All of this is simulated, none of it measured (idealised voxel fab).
Process module under the name voxel self aligned contacts
Xsec cut, 255 nm wide, square cell size 5 nm.
Cross-section format: a grid of square cells, given as bands from top to bottom; each band is one or more rows of cells. For a band, the entry starts with two heights in nm, that of the top and then that of the bottom, and carries on with the band's materials in order from left to right, each alongside its width in nm; the word "full width" beside a single material means it fills the band edge to edge, and "blank" means empty space. Height datum 0, below which the as-received substrate wafer is one material. Lowest band open at the bottom, running downward: "top 0, no bottom". Width: "30 to 40" (first number = top row, second number = bottom row, same change from row to row of cells). Key: "remained unchanged" - step with no changed cell in the cross-section. What "Entrapped voids" gives you is every empty space of 8 cells or more that is cut off from the top. Each appears as width x height at distance, with the distance taken from the left edge and width, height and distance all in nm. Post-settings text on a step line: simulator's own remark regarding the step. If you see "overlay nm" on a step's line and that step has a mask, it's telling you how far right of where it was planned the mask ended up; a negative number means it went left instead.

# This section lists the process steps that were planned
1) RECEIVE, material Si
2) CONFORMAL_DEP, material SiO2, thk nm 5
3) DIRECTIONAL_DEP, material polySi, thk nm 25
4) DIRECTIONAL_DEP, material SiN, thk nm 25
5) PATTERN, tone cover, mask id GATE, material resist, width nm 25, pitch nm 60, thk nm 15, overlay nm -15
6) DIRECTIONAL_ETCH, etch materials SiN, depth nm 25
7) DIRECTIONAL_ETCH, etch materials polySi, depth nm 25
8) STRIP, etch materials resist
9) CONFORMAL_DEP, material SiN, thk nm 10
10) DIRECTIONAL_ETCH, etch materials SiN, depth nm 10
11) FILL_DEP, material SiO2, thk nm 15
12) CMP, height nm 60
13) PATTERN, tone open, mask id CONTACT, material resist, width nm 45, thk nm 15, overlay nm 0
14) DIRECTIONAL_ETCH, etch materials SiO2, depth nm 60
15) STRIP, etch materials resist
16) CONFORMAL_DEP, material TiN, thk nm 5
17) FILL_DEP, material Ru, thk nm 5
18) CMP, height nm 60
19) CONFORMAL_DEP, material SiCN, thk nm 5
Wafers differ in overlay nm at step 5; plan lists the first wafer's value; identical starting state.

# Sectional view: first of several wafers, as received, after step 1
- top 0, no bottom = Si full width
- Entrapped voids: none

# Here is how to read the rows: every wafer has a row, and it shows the wafer at the end of the module, giving for each material how many cells were gained (+) or lost (-) since the wafer was received, then listing its closed voids
overlay nm -15; +11 Ru; +51 SiCN; +130 SiN; +390 SiO2; +31 TiN; +50 polySi; Entrapped voids: none
overlay nm -10; +11 Ru; +51 SiCN; +130 SiN; +390 SiO2; +31 TiN; +50 polySi; Entrapped voids: none
overlay nm -5; +11 Ru; +51 SiCN; +130 SiN; +390 SiO2; +31 TiN; +50 polySi; Entrapped voids: none
overlay nm 0; +11 Ru; +51 SiCN; +130 SiN; +390 SiO2; +31 TiN; +50 polySi; Entrapped voids: none
overlay nm 5; +11 Ru; +51 SiCN; +130 SiN; +390 SiO2; +31 TiN; +50 polySi; Entrapped voids: none
overlay nm 10; +11 Ru; +51 SiCN; +130 SiN; +390 SiO2; +31 TiN; +50 polySi; Entrapped voids: none
overlay nm 15; +11 Ru; +51 SiCN; +130 SiN; +390 SiO2; +31 TiN; +50 polySi; Entrapped voids: none
